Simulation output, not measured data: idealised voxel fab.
The process module presented herein is designated voxel gate over fins.
Xsec cut, 155 nm wide, square cell size 5 nm.
In what follows, cross-sections appear as grids of square cells, described through bands that run from the top down, where every band is one or more rows of cells. The entry gives the band's vertical extent as a top height and a bottom height in nm, then its horizontal make-up as materials from left to right, each with a width in nm. "blank" stands for empty space; a single material marked "all across" fills the band edge to edge. Height is counted from the level 0, under which the received wafer is composed throughout of one material. The lowest of the bands is not closed at the bottom but continues downward, in the notation "0..down". Think of "30..40" as a width that walks from the first number to the second as you go down the band, top row to bottom row, taking equal-sized steps from row to row. No cell of the cross-section changed in a step that is given as "no change occurred". In the "Closed cavity list" entry, you get each enclosed empty space of 8 cells or more, one with no open way to the top, written width x height at distance, distance from the left edge, in nm. Note: text after step settings on the step line = simulator remark on that step. What "overlay nm" on a step's line means: if the step has a mask, that mask lay this far to the right of its planned place, or, when the value is negative, to the left.
plan:
- 1: RECEIVE,material Si
- 2: CONFORMAL_DEP,material SiN,thk nm 5
- 3: MASKED_ETCH,tone cover,mask id FINS,width nm 15,pitch nm 50,etch materials SiN,depth nm 5,overlay nm 0
- 4: MASKED_ETCH,tone cover,mask id FINS,width nm 15,pitch nm 50,etch materials Si,depth nm 30,overlay nm 0
- 5: FILL_DEP,material SiO2,thk nm 5
- 6: CMP,height nm 5
- 7: DIRECTIONAL_DEP,material aC,thk nm 10
- 8: PATTERN,tone open,mask id RAIL,material resist,width nm 15,thk nm 30,overlay nm 0
- 9: DIRECTIONAL_ETCH,etch materials aC,depth nm 10
- 10: STRIP,etch materials resist
- 11: DIRECTIONAL_ETCH,etch materials SiO2,depth nm 30
- 12: STRIP,etch materials aC
- 13: CONFORMAL_DEP,material TiN,thk nm 5
- 14: FILL_DEP,material W,thk nm 10
- 15: CMP,height nm 5
- 16: SELECTIVE_ETCH,etch materials W Ru TiN,depth nm 20
- 17: FILL_DEP,material SiO2,thk nm 5
- 18: CMP,height nm 5
- 19: SELECTIVE_ETCH,etch materials SiO2,depth nm 15
- 20: STRIP,etch materials SiN
- 21: CONFORMAL_DEP,material HfO2,thk nm 5
- 22: CONFORMAL_DEP,material TiN,thk nm 5
- 23: FILL_DEP,material W,thk nm 10
- 24: CMP,height nm 15
- 25: CONFORMAL_DEP,material SiCN,thk nm 10
Concerning the first of two wafers, which was run in accordance with the plan:
As received (post step 1): cross-section:
- 0..down = Si all across
- Closed cavity list: none
How the wafer stands in section after step 2:
- 5..0 = SiN all across
- Lower than 0, everything is as it was.
How the wafer stands in section after step 3:
- 5..0 = blank 20 nm  SiN 15 nm  blank 35 nm  SiN 15 nm  blank 35 nm  SiN 15 nm  blank 20 nm
- Lower than 0, everything is as it was.
How the wafer stands in section after step 4:
- 5..0 = blank 20 nm  SiN 15 nm  blank 35 nm  SiN 15 nm  blank 35 nm  SiN 15 nm  blank 20 nm
- 0..-30 = blank 20 nm  Si 15 nm  blank 35 nm  Si 15 nm  blank 35 nm  Si 15 nm  blank 20 nm
- Lower than -30, everything is as it was.
How the wafer stands in section after step 5:
- 10..5 = SiO2 all across
- 5..0 = SiO2 20 nm  SiN 15 nm  SiO2 35 nm  SiN 15 nm  SiO2 35 nm  SiN 15 nm  SiO2 20 nm
- 0..-30 = SiO2 20 nm  Si 15 nm  SiO2 35 nm  Si 15 nm  SiO2 35 nm  Si 15 nm  SiO2 20 nm
- Lower than -30, everything is as it was.
How the wafer stands in section after step 6:
- 5..0 = SiO2 20 nm  SiN 15 nm  SiO2 35 nm  SiN 15 nm  SiO2 35 nm  SiN 15 nm  SiO2 20 nm
- Lower than 0, everything is as it was.
How the wafer stands in section after step 7:
- 15..5 = aC all across
- Lower than 5, everything is as it was.
How the wafer stands in section after step 8:
- 45..15 = resist 45 nm  blank 15 nm  resist 95 nm
- Lower than 15, everything is as it was.
How the wafer stands in section after step 9:
- 35..15 = resist 45 nm  blank 15 nm  resist 95 nm
- 15..5 = aC 45 nm  blank 15 nm  aC 95 nm
- Lower than 5, everything is as it was.
How the wafer stands in section after step 10:
- 15..5 = aC 45 nm  blank 15 nm  aC 95 nm
- Lower than 5, everything is as it was.
How the wafer stands in section after step 11:
- 15..5 = aC 45 nm  blank 15 nm  aC 95 nm
- 5..0 = SiO2 20 nm  SiN 15 nm  SiO2 10 nm  blank 15 nm  SiO2 10 nm  SiN 15 nm  SiO2 35 nm  SiN 15 nm  SiO2 20 nm
- 0..-25 = SiO2 20 nm  Si 15 nm  SiO2 10 nm  blank 15 nm  SiO2 10 nm  Si 15 nm  SiO2 35 nm  Si 15 nm  SiO2 20 nm
- Lower than -25, everything is as it was.
How the wafer stands in section after step 12:
- 5..0 = SiO2 20 nm  SiN 15 nm  SiO2 10 nm  blank 15 nm  SiO2 10 nm  SiN 15 nm  SiO2 35 nm  SiN 15 nm  SiO2 20 nm
- Lower than 0, everything is as it was.
How the wafer stands in section after step 13:
- 10..5 = TiN 50 nm  blank 5 nm  TiN 100 nm
- 5..0 = SiO2 20 nm  SiN 15 nm  SiO2 10 nm  TiN 5 nm  blank 5 nm  TiN 5 nm  SiO2 10 nm  SiN 15 nm  SiO2 35 nm  SiN 15 nm  SiO2 20 nm
- 0..-20 = SiO2 20 nm  Si 15 nm  SiO2 10 nm  TiN 5 nm  blank 5 nm  TiN 5 nm  SiO2 10 nm  Si 15 nm  SiO2 35 nm  Si 15 nm  SiO2 20 nm
- -20..-25 = SiO2 20 nm  Si 15 nm  SiO2 10 nm  TiN 15 nm  SiO2 10 nm  Si 15 nm  SiO2 35 nm  Si 15 nm  SiO2 20 nm
- Lower than -25, everything is as it was.
How the wafer stands in section after step 14:
- 20..10 = W all across
- 10..5 = TiN 50 nm  W 5 nm  TiN 100 nm
- 5..0 = SiO2 20 nm  SiN 15 nm  SiO2 10 nm  TiN 5 nm  W 5 nm  TiN 5 nm  SiO2 10 nm  SiN 15 nm  SiO2 35 nm  SiN 15 nm  SiO2 20 nm
- 0..-20 = SiO2 20 nm  Si 15 nm  SiO2 10 nm  TiN 5 nm  W 5 nm  TiN 5 nm  SiO2 10 nm  Si 15 nm  SiO2 35 nm  Si 15 nm  SiO2 20 nm
- Lower than -20, everything is as it was.
How the wafer stands in section after step 15:
- 5..0 = SiO2 20 nm  SiN 15 nm  SiO2 10 nm  TiN 5 nm  W 5 nm  TiN 5 nm  SiO2 10 nm  SiN 15 nm  SiO2 35 nm  SiN 15 nm  SiO2 20 nm
- Lower than 0, everything is as it was.
How the wafer stands in section after step 16:
- 5..0 = SiO2 20 nm  SiN 15 nm  SiO2 10 nm  blank 15 nm  SiO2 10 nm  SiN 15 nm  SiO2 35 nm  SiN 15 nm  SiO2 20 nm
- 0..-15 = SiO2 20 nm  Si 15 nm  SiO2 10 nm  blank 15 nm  SiO2 10 nm  Si 15 nm  SiO2 35 nm  Si 15 nm  SiO2 20 nm
- Lower than -15, everything is as it was.
How the wafer stands in section after step 17:
- 10..5 = SiO2 all across
- 5..0 = SiO2 20 nm  SiN 15 nm  SiO2 35 nm  SiN 15 nm  SiO2 35 nm  SiN 15 nm  SiO2 20 nm
- 0..-15 = SiO2 20 nm  Si 15 nm  SiO2 35 nm  Si 15 nm  SiO2 35 nm  Si 15 nm  SiO2 20 nm
- Lower than -15, everything is as it was.
How the wafer stands in section after step 18:
- 5..0 = SiO2 20 nm  SiN 15 nm  SiO2 35 nm  SiN 15 nm  SiO2 35 nm  SiN 15 nm  SiO2 20 nm
- Lower than 0, everything is as it was.
How the wafer stands in section after step 19:
- 5..0 = blank 20 nm  SiN 15 nm  blank 35 nm  SiN 15 nm  blank 35 nm  SiN 15 nm  blank 20 nm
- 0..-10 = blank 20 nm  Si 15 nm  blank 35 nm  Si 15 nm  blank 35 nm  Si 15 nm  blank 20 nm
- Lower than -10, everything is as it was.
How the wafer stands in section after step 20:
- 0..-10 = blank 20 nm  Si 15 nm  blank 35 nm  Si 15 nm  blank 35 nm  Si 15 nm  blank 20 nm
- Lower than -10, everything is as it was.
How the wafer stands in section after step 21:
- 5..0 = blank 15 nm  HfO2 25 nm  blank 25 nm  HfO2 25 nm  blank 25 nm  HfO2 25 nm  blank 15 nm
- 0..-5 = blank 15 nm  HfO2 5 nm  Si 15 nm  HfO2 5 nm  blank 25 nm  HfO2 5 nm  Si 15 nm  HfO2 5 nm  blank 25 nm  HfO2 5 nm  Si 15 nm  HfO2 5 nm  blank 15 nm
- -5..-10 = HfO2 20 nm  Si 15 nm  HfO2 35 nm  Si 15 nm  HfO2 35 nm  Si 15 nm  HfO2 20 nm
- Lower than -10, everything is as it was.
How the wafer stands in section after step 22:
- 10..5 = blank 10 nm  TiN 35 nm  blank 15 nm  TiN 35 nm  blank 15 nm  TiN 35 nm  blank 10 nm
- 5..0 = blank 10 nm  TiN 5 nm  HfO2 25 nm  TiN 5 nm  blank 15 nm  TiN 5 nm  HfO2 25 nm  TiN 5 nm  blank 15 nm  TiN 5 nm  HfO2 25 nm  TiN 5 nm  blank 10 nm
- 0..-5 = TiN 15 nm  HfO2 5 nm  Si 15 nm  HfO2 5 nm  TiN 25 nm  HfO2 5 nm  Si 15 nm  HfO2 5 nm  TiN 25 nm  HfO2 5 nm  Si 15 nm  HfO2 5 nm  TiN 15 nm
- Lower than -5, everything is as it was.
How the wafer stands in section after step 23:
- 20..10 = W all across
- 10..5 = W 10 nm  TiN 35 nm  W 15 nm  TiN 35 nm  W 15 nm  TiN 35 nm  W 10 nm
- 5..0 = W 10 nm  TiN 5 nm  HfO2 25 nm  TiN 5 nm  W 15 nm  TiN 5 nm  HfO2 25 nm  TiN 5 nm  W 15 nm  TiN 5 nm  HfO2 25 nm  TiN 5 nm  W 10 nm
- Lower than 0, everything is as it was.
How the wafer stands in section after step 24:
- 15..10 = W all across
- Lower than 10, everything is as it was.
How the wafer stands in section after step 25:
- 25..15 = SiCN all across
- Lower than 15, everything is as it was.
Second wafer - shared start and plan with the first - one error in running - same as the first up to step 7 inclusive:
Cross-section: second wafer, time at which step 8 was scheduled to end:
- 45..15 = resist 55 nm  blank 15 nm  resist 85 nm
- Lower than 15, everything is as it was.
Cross-section: second wafer, time at which step 9 was scheduled to end:
- 35..15 = resist 55 nm  blank 15 nm  resist 85 nm
- 15..5 = aC 55 nm  blank 15 nm  aC 85 nm
- Lower than 5, everything is as it was.
Cross-section: second wafer, time at which step 10 was scheduled to end:
- 15..5 = aC 55 nm  blank 15 nm  aC 85 nm
- Lower than 5, everything is as it was.
Cross-section: second wafer, time at which step 11 was scheduled to end:
- 15..5 = aC 55 nm  blank 15 nm  aC 85 nm
- 5..0 = SiO2 20 nm  SiN 15 nm  SiO2 20 nm  blank 15 nm  SiN 15 nm  SiO2 35 nm  SiN 15 nm  SiO2 20 nm
- 0..-25 = SiO2 20 nm  Si 15 nm  SiO2 20 nm  blank 15 nm  Si 15 nm  SiO2 35 nm  Si 15 nm  SiO2 20 nm
- Lower than -25, everything is as it was.
Cross-section: second wafer, time at which step 12 was scheduled to end:
- 5..0 = SiO2 20 nm  SiN 15 nm  SiO2 20 nm  blank 15 nm  SiN 15 nm  SiO2 35 nm  SiN 15 nm  SiO2 20 nm
- Lower than 0, everything is as it was.
Cross-section: second wafer, time at which step 13 was scheduled to end:
- 10..5 = TiN 60 nm  blank 5 nm  TiN 90 nm
- 5..0 = SiO2 20 nm  SiN 15 nm  SiO2 20 nm  TiN 5 nm  blank 5 nm  TiN 5 nm  SiN 15 nm  SiO2 35 nm  SiN 15 nm  SiO2 20 nm
- 0..-20 = SiO2 20 nm  Si 15 nm  SiO2 20 nm  TiN 5 nm  blank 5 nm  TiN 5 nm  Si 15 nm  SiO2 35 nm  Si 15 nm  SiO2 20 nm
- -20..-25 = SiO2 20 nm  Si 15 nm  SiO2 20 nm  TiN 15 nm  Si 15 nm  SiO2 35 nm  Si 15 nm  SiO2 20 nm
- Lower than -25, everything is as it was.
Cross-section: second wafer, time at which step 14 was scheduled to end:
- 20..10 = W all across
- 10..5 = TiN 60 nm  W 5 nm  TiN 90 nm
- 5..0 = SiO2 20 nm  SiN 15 nm  SiO2 20 nm  TiN 5 nm  W 5 nm  TiN 5 nm  SiN 15 nm  SiO2 35 nm  SiN 15 nm  SiO2 20 nm
- 0..-20 = SiO2 20 nm  Si 15 nm  SiO2 20 nm  TiN 5 nm  W 5 nm  TiN 5 nm  Si 15 nm  SiO2 35 nm  Si 15 nm  SiO2 20 nm
- Lower than -20, everything is as it was.
Cross-section: second wafer, time at which step 15 was scheduled to end:
- 5..0 = SiO2 20 nm  SiN 15 nm  SiO2 20 nm  TiN 5 nm  W 5 nm  TiN 5 nm  SiN 15 nm  SiO2 35 nm  SiN 15 nm  SiO2 20 nm
- Lower than 0, everything is as it was.
Cross-section: second wafer, time at which step 16 was scheduled to end:
- 5..0 = SiO2 20 nm  SiN 15 nm  SiO2 20 nm  blank 15 nm  SiN 15 nm  SiO2 35 nm  SiN 15 nm  SiO2 20 nm
- 0..-15 = SiO2 20 nm  Si 15 nm  SiO2 20 nm  blank 15 nm  Si 15 nm  SiO2 35 nm  Si 15 nm  SiO2 20 nm
- Lower than -15, everything is as it was.
Cross-section: second wafer, time at which step 17 was scheduled to end:
- 10..5 = SiO2 all across
- 5..0 = SiO2 20 nm  SiN 15 nm  SiO2 35 nm  SiN 15 nm  SiO2 35 nm  SiN 15 nm  SiO2 20 nm
- 0..-15 = SiO2 20 nm  Si 15 nm  SiO2 35 nm  Si 15 nm  SiO2 35 nm  Si 15 nm  SiO2 20 nm
- Lower than -15, everything is as it was.
Cross-section: second wafer, time at which step 18 was scheduled to end:
- 5..0 = SiO2 20 nm  SiN 15 nm  SiO2 35 nm  SiN 15 nm  SiO2 35 nm  SiN 15 nm  SiO2 20 nm
- Lower than 0, everything is as it was.
Cross-section: second wafer, time at which step 19 was scheduled to end:
- 5..0 = blank 20 nm  SiN 15 nm  blank 35 nm  SiN 15 nm  blank 35 nm  SiN 15 nm  blank 20 nm
- 0..-10 = blank 20 nm  Si 15 nm  blank 35 nm  Si 15 nm  blank 35 nm  Si 15 nm  blank 20 nm
- Lower than -10, everything is as it was.
Cross-section: second wafer, time at which step 20 was scheduled to end:
- 0..-10 = blank 20 nm  Si 15 nm  blank 35 nm  Si 15 nm  blank 35 nm  Si 15 nm  blank 20 nm
- Lower than -10, everything is as it was.
Cross-section: second wafer, time at which step 21 was scheduled to end:
- 5..0 = blank 15 nm  HfO2 25 nm  blank 25 nm  HfO2 25 nm  blank 25 nm  HfO2 25 nm  blank 15 nm
- 0..-5 = blank 15 nm  HfO2 5 nm  Si 15 nm  HfO2 5 nm  blank 25 nm  HfO2 5 nm  Si 15 nm  HfO2 5 nm  blank 25 nm  HfO2 5 nm  Si 15 nm  HfO2 5 nm  blank 15 nm
- -5..-10 = HfO2 20 nm  Si 15 nm  HfO2 35 nm  Si 15 nm  HfO2 35 nm  Si 15 nm  HfO2 20 nm
- Lower than -10, everything is as it was.
Cross-section: second wafer, time at which step 22 was scheduled to end:
- 10..5 = blank 10 nm  TiN 35 nm  blank 15 nm  TiN 35 nm  blank 15 nm  TiN 35 nm  blank 10 nm
- 5..0 = blank 10 nm  TiN 5 nm  HfO2 25 nm  TiN 5 nm  blank 15 nm  TiN 5 nm  HfO2 25 nm  TiN 5 nm  blank 15 nm  TiN 5 nm  HfO2 25 nm  TiN 5 nm  blank 10 nm
- 0..-5 = TiN 15 nm  HfO2 5 nm  Si 15 nm  HfO2 5 nm  TiN 25 nm  HfO2 5 nm  Si 15 nm  HfO2 5 nm  TiN 25 nm  HfO2 5 nm  Si 15 nm  HfO2 5 nm  TiN 15 nm
- Lower than -5, everything is as it was.
Cross-section: second wafer, time at which step 23 was scheduled to end:
- 20..10 = W all across
- 10..5 = W 10 nm  TiN 35 nm  W 15 nm  TiN 35 nm  W 15 nm  TiN 35 nm  W 10 nm
- 5..0 = W 10 nm  TiN 5 nm  HfO2 25 nm  TiN 5 nm  W 15 nm  TiN 5 nm  HfO2 25 nm  TiN 5 nm  W 15 nm  TiN 5 nm  HfO2 25 nm  TiN 5 nm  W 10 nm
- Lower than 0, everything is as it was.
Cross-section: second wafer, time at which step 24 was scheduled to end:
- 15..10 = W all across
- Lower than 10, everything is as it was.
Cross-section: second wafer, time at which step 25 was scheduled to end:
- 25..15 = SiCN all across
- Lower than 15, everything is as it was.
Misprocessing identified: contrary to plan, step 8 was performed as PATTERN,tone open,mask id RAIL,material resist,width nm 15,thk nm 30,overlay nm 10
In the final comparison it is observed that the number of cells assigned to each material is identical for the two wafers, whereas their placement is not.
